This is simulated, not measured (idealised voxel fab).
Documented hereafter: the process module known as voxel released beams.
It is cross-section cut that appears here, measuring 200 nm in width, its square cells being 5 nm in size.
How to read a cross-section here: the picture is a grid of square cells, written as bands going from the top down, and any band can span one or more rows of cells.
Quick guide to a band line: top height, bottom height (nm) up front; then every material left to right with its width in nm. Only one material and it's marked "throughout"? Then it fills the band edge to edge. And "blank" just means empty space.
Below 0: as-received wafer, all one material; heights counted from there. Lowest band: no bottom, goes on down, written "z 0 and below".
Top row gets the first number, bottom row gets the second, and each row in between changes by the same step: that is how a band width like "30->40" works.
What does "no change" mean for a step? It means no cell of the cross-section changed in that step.
Under "Fully sealed cavities" you'll find the enclosed gaps, the ones with no way out to the top, that are 8 cells or bigger; each reads width x height at distance, with distance counted from the left edge, everything in nm.
Text after the settings on a step's line: the simulator's own remark on that step.
overlay nm: on a step with a mask, how far right of its planned place the mask lay; negative means left.

THE PLANNED PROCESS STEPS ARE ENUMERATED HEREUNDER
1. RECEIVE [material Si]
2. CONFORMAL_DEP [material Al2O3] [thk nm 10]
3. DIRECTIONAL_DEP [material SiO2] [thk nm 20]
4. MASKED_ETCH [tone open] [mask id ANCHOR] [width nm 25] [etch materials SiO2] [depth nm 20] [overlay nm 0]
5. CONFORMAL_DEP [material polySi] [thk nm 10]
6. MASKED_ETCH [tone cover] [mask id BEAM] [width nm 75] [etch materials polySi] [depth nm 10] [overlay nm 0]
7. STRIP [etch materials SiO2]

STEP 1 COMPLETE: CROSS-SECTION OF THE WAFER AS RECEIVED
- z 0 and below | Si throughout
- Fully sealed cavities: none

LOOKING AT THE FIRST OF TWO WAFERS IN CROSS-SECTION AT END OF MODULE - RAN TO PLAN
- z 40 to 30 | blank=60 / polySi=15 / blank=5 / polySi=55 / blank=65
- z 30 to 20 | blank=65 / polySi=10 / blank=5 / polySi=10 / blank=110
- z 20 to 10 | blank=65 / polySi=25 / blank=110
- z 10 to 0 | Al2O3 throughout
- z 0 and below | Si throughout
- Fully sealed cavities: none

CROSS-SECTION, WAFER TWO OF TWO, END OF MODULE: SAME START AND PLAN AS WAFER ONE, ONE ERROR IN EXECUTION
- z 40 to 30 | blank=60 / polySi=25 / blank=5 / polySi=45 / blank=65
- z 30 to 20 | blank=75 / polySi=10 / blank=5 / polySi=10 / blank=100
- z 20 to 10 | blank=75 / polySi=25 / blank=100
- z 10 to 0 | Al2O3 throughout
- z 0 and below | Si throughout
- Fully sealed cavities: none
Error vs. plan: so step 4 ended up running with a different setting than we planned, it ran as MASKED_ETCH [tone open] [mask id ANCHOR] [width nm 25] [etch materials SiO2] [depth nm 20] [overlay nm 10]
at the end the second wafer has, in cells: as many of each material as the first, in other places
